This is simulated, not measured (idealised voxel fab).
process module | voxel wiring stack
cross-section cut | 200 nm wide | cells 5 nm
A cross-section is a grid of square cells, given in bands from the top down. A band is one or more rows of cells.
Each band's line starts with the height of the band's top and of its bottom, in nm. Then come its materials from left to right, each with its width in nm. One material with "throughout" fills the band from edge to edge. "air" is empty space.
Height 0 is the level under which the wafer as received is all one material. The lowest band goes on downwards, as in "0 down".
A width such as "30 to 40" changes by the same amount from each row of cells to the next, from the band's top row to its bottom row.
"no change" after a step means that no cell of the cross-section changed.
closed voids: empty space of 8 cells or more with no open way to the top, each as width x height at its distance from the left edge, in nm
after a step's settings: what the simulator itself notes on the step
overlay nm, on a step with a mask: how far to the right of its planned place the mask lay; to the left if negative
plan
1 op RECEIVE | material Si
2 op CONFORMAL_DEP | material SiO2 | thk nm 15
3 op DIRECTIONAL_DEP | material TiN | thk nm 5
4 op DIRECTIONAL_DEP | material Ru | thk nm 15
5 op MASKED_ETCH | tone cover | mask id METAL_1 | width nm 30 | pitch nm 60 | etch materials Ru | depth nm 15 | overlay nm 0
6 op MASKED_ETCH | tone cover | mask id METAL_1 | width nm 30 | pitch nm 60 | etch materials TiN | depth nm 5 | overlay nm 0
7 op FILL_DEP | material lowk | thk nm 5
8 op CMP | height nm 35
9 op CONFORMAL_DEP | material SiCN | thk nm 5
10 op DIRECTIONAL_DEP | material lowk | thk nm 20
11 op PATTERN | tone open | mask id PLUG_1 | material resist | width nm 15 | pitch nm 60 | thk nm 15 | overlay nm 0
12 op DIRECTIONAL_ETCH | etch materials lowk | depth nm 20
13 op DIRECTIONAL_ETCH | etch materials SiCN | depth nm 5
14 op STRIP | etch materials resist
15 op CONFORMAL_DEP | material TiN | thk nm 5
16 op FILL_DEP | material Cu | thk nm 5
17 op CMP | height nm 60
18 op DIRECTIONAL_DEP | material TiN | thk nm 5
19 op DIRECTIONAL_DEP | material W | thk nm 15
20 op PATTERN | tone cover | mask id METAL_2 | material resist | width nm 30 | pitch nm 60 | thk nm 20 | overlay nm 0
21 op DIRECTIONAL_ETCH | etch materials W | depth nm 15
22 op DIRECTIONAL_ETCH | etch materials TiN | depth nm 5
23 op STRIP | etch materials resist
24 op CONFORMAL_DEP | material SiCN | thk nm 5
25 op FILL_DEP | material lowk | thk nm 10
26 op CMP | height nm 80
27 op CONFORMAL_DEP | material SiCN | thk nm 5
28 op DIRECTIONAL_DEP | material SiO2 | thk nm 20
29 op MASKED_ETCH | tone open | mask id PLUG_2 | width nm 15 | pitch nm 60 | etch materials SiO2 | depth nm 20 | overlay nm 0
30 op MASKED_ETCH | tone open | mask id PLUG_2 | width nm 15 | pitch nm 60 | etch materials SiCN | depth nm 5 | overlay nm 0
31 op EPI | material Ru | thk nm 10
32 op EPI | material Ru | thk nm 10
33 op EPI | material Ru | thk nm 5
34 op DIRECTIONAL_DEP | material TiN | thk nm 5
35 op DIRECTIONAL_DEP | material W | thk nm 25
36 op MASKED_ETCH | tone cover | mask id METAL_3 | width nm 30 | pitch nm 60 | etch materials W | depth nm 25 | overlay nm 0
37 op MASKED_ETCH | tone cover | mask id METAL_3 | width nm 30 | pitch nm 60 | etch materials TiN | depth nm 5 | overlay nm 0
38 op CONFORMAL_DEP | material SiN | thk nm 5
39 op FILL_DEP | material lowk | thk nm 10
40 op CMP | height nm 135
41 op CONFORMAL_DEP | material SiN | thk nm 5
as received, after step 1
  0 down: Si throughout
  closed voids: none
a wafer at the end: this start, this plan, one mistake
  140 to 135: SiN throughout
  135 to 115: lowk 55 | SiN 5 | W 20 | SiN 5 | lowk 30 | SiN 5 | W 20 | SiN 5 | lowk 55
  115 to 110: lowk 50 | SiN 10 | W 20 | SiN 10 | lowk 20 | SiN 10 | W 20 | SiN 10 | lowk 50
  110 to 105: SiN 55 | TiN 30 | SiN 30 | TiN 30 | SiN 55
  105 to 85: SiO2 55 | Ru 15 | SiO2 45 | Ru 15 | SiO2 70
  85 to 80: SiCN 55 | Ru 15 | SiCN 45 | Ru 15 | SiCN 70
  80 to 65: lowk 50 | SiCN 5 | W 30 | SiCN 5 | lowk 20 | SiCN 5 | W 30 | SiCN 5 | lowk 50
  65 to 60: SiCN 55 | TiN 30 | SiCN 30 | TiN 30 | SiCN 55
  60 to 40: lowk 55 | TiN 5 | Cu 5 | TiN 5 | lowk 45 | TiN 5 | Cu 5 | TiN 5 | lowk 70
  40 to 35: SiCN 55 | TiN 15 | SiCN 45 | TiN 15 | SiCN 70
  35 to 20: lowk 55 | Ru 30 | lowk 30 | Ru 30 | lowk 55
  20 to 15: lowk 55 | TiN 30 | lowk 30 | TiN 30 | lowk 55
  15 to 0: SiO2 throughout
  0 down: Si throughout
  closed voids: none
what went wrong: step 36 ran as: op MASKED_ETCH | tone cover | mask id METAL_3 | width nm 20 | pitch nm 60 | etch materials W | depth nm 25 | overlay nm 0
